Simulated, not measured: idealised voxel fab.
The document below concerns the process module designated voxel ribs on slabs.
It is cross-section cut that appears here, measuring 215 nm in width, its square cells being 5 nm in size.
Bands, listed from the top down, are how a cross-section gets written in this document; the cross-section itself is a grid of square cells, and a band is one or more rows of them. This entry defines a band. It first specifies the height of the band's top and the height of its bottom in nm, and then specifies the band's materials from left to right, stating each material with its width in nm. The word "throughout" identifies a single material that fills the band from edge to edge, while the word "air" identifies empty space. All heights in this document are referenced to 0, defined as the level beneath which the wafer, as received, consists entirely of one material. The lowest band is not bounded below; it extends indefinitely downward and is written in the form "z 0 and below". You'd read "30->40" like this: the band's top row of cells is as wide as the first number, its bottom row is as wide as the second, and going down, every row changes width by the same amount as the row before did. The cross-section has no changed cell in any step marked "identical to before". "Listed closed voids" contains a list of empty spaces, each no smaller than 8 cells and without an open way to the top, written in the form width x height at distance with the distance from the left edge and all three in nm. On a step's line, text after the settings is the simulator commenting on that step. The setting "overlay nm" may be written on the line of a step. When the step uses a mask, the value reports how far to the right of the planned place the mask lay, and a negative value reports that it lay to the left.
Process steps - plan
1,RECEIVE, material Si
2,DIRECTIONAL_DEP, material SiO2, thk nm 20
3,DIRECTIONAL_DEP, material polySi, thk nm 25
4,PATTERN, tone cover, mask id RIB, material resist, width nm 30, thk nm 20, overlay nm 0
5,DIRECTIONAL_ETCH, etch materials polySi, depth nm 20
6,STRIP, etch materials resist
7,MASKED_ETCH, tone cover, mask id SLAB, width nm 70, etch materials polySi, depth nm 5, overlay nm 0
8,FILL_DEP, material SiO2, thk nm 25
9,CMP, height nm 65
10,DIRECTIONAL_DEP, material W, thk nm 10
11,MASKED_ETCH, tone cover, mask id HEATER, width nm 40, etch materials W, depth nm 10, overlay nm 0
12,CONFORMAL_DEP, material SiO2, thk nm 10
Cross-section of the wafer at receipt, which is the condition after step 1
> z 0 and below  Si throughout
> Listed closed voids: none
End-of-module XS, first of two wafers, run as planned
> z 85 to 75  air (75) | SiO2 (60) | air (80)
> z 75 to 65  SiO2 (85) | W (40) | SiO2 (90)
> z 65 to 45  SiO2 throughout
> z 45 to 25  SiO2 (90) | polySi (30) | SiO2 (95)
> z 25 to 20  SiO2 (70) | polySi (70) | SiO2 (75)
> z 20 to 0  SiO2 throughout
> z 0 and below  Si throughout
> Listed closed voids: none
Cross-section, second wafer: same start as the first, same plan as the first, one mistake in running it; taken at the end of the module
> z 85 to 75  air (75) | SiO2 (60) | air (80)
> z 75 to 65  SiO2 (85) | W (40) | SiO2 (90)
> z 65 to 20  polySi throughout
> z 20 to 0  SiO2 throughout
> z 0 and below  Si throughout
> Listed closed voids: none
Deviation from plan: step 8 did not use the planned setting and instead ran as FILL_DEP, material polySi, thk nm 25
Counted in cells at the end, the second wafer holds more or fewer of these materials than the first: SiO2 -349; polySi +349
